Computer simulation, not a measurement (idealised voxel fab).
Documented hereafter: the process module known as voxel spacer lines.
Square cells of 5 nm make up the cross-section cut, whose width is 245 nm.
Reading order for cross-sections: top band down to bottom band. Underlying form: a grid of square cells. Band size: one or more rows of cells. It is stipulated that each band's entry specify, in nanometres, the height of the top of the band and then that of its bottom, followed by the materials of the band in left-to-right sequence, each together with its width in nanometres. A single material marked by the word "throughout" is understood to fill the band from edge to edge; the word "air" is understood to denote empty space. We count height from 0. Below that, the starting wafer is all one material. The lowest band never ends at the bottom but goes on down; see "0..down" for how that is written. Graded width ("30 to 40"): value in top row of band = first number; value in bottom row = second number; row-to-row change constant. When a step is marked "everything unchanged", none of the cells in the cross-section changed during that step. The list in "Non-vented voids" covers empty spaces of 8 cells or more that cannot reach the top through any open way, and it gives each as width x height at distance; the distance is from the left edge, and width, height and distance are in nm. Note: text after step settings on the step line = simulator remark on that step. The "overlay nm" setting may appear on a step's line; for a step that uses a mask, it gives how far to the right of its planned position the mask lay, and a negative value indicates the left.

**The planned process steps are enumerated hereunder**
1,RECEIVE | material Si
2,CONFORMAL_DEP | material Al2O3 | thk nm 10
3,DIRECTIONAL_DEP | material TiN | thk nm 10
4,DIRECTIONAL_DEP | material aC | thk nm 20
5,PATTERN | tone cover | mask id MANDREL | material resist | width nm 20 | pitch nm 70 | thk nm 30 | overlay nm 0
6,DIRECTIONAL_ETCH | etch materials aC | depth nm 20
7,STRIP | etch materials resist
8,CONFORMAL_DEP | material SiO2 | thk nm 15
9,DIRECTIONAL_ETCH | etch materials SiO2 | depth nm 15
10,STRIP | etch materials aC
11,DIRECTIONAL_ETCH | etch materials TiN | depth nm 10
12,STRIP | etch materials SiO2

**Cross-section of the incoming wafer, state after step 1**
	0..down  Si throughout
	Non-vented voids: none

**Cross-sectional view of the first of the two wafers upon completion of the module, processed in accordance with the plan**
	20..10  air (25) / TiN (15) / air (20) / TiN (15) / air (20) / TiN (15) / air (20) / TiN (15) / air (20) / TiN (15) / air (20) / TiN (15) / air (30)
	10..0  Al2O3 throughout
	0..down  Si throughout
	Non-vented voids: none

**Cross-section, wafer two of two, end of module: same start and plan as wafer one, one error in execution**
	30..10  aC throughout
	10..0  Al2O3 throughout
	0..down  Si throughout
	Non-vented voids: none
Diagnosis: order of steps 3 and 4 inverted relative to the plan
Per the end-of-run cell counts, the second wafer holds more or fewer of some materials than the first: -36 TiN | +196 aC
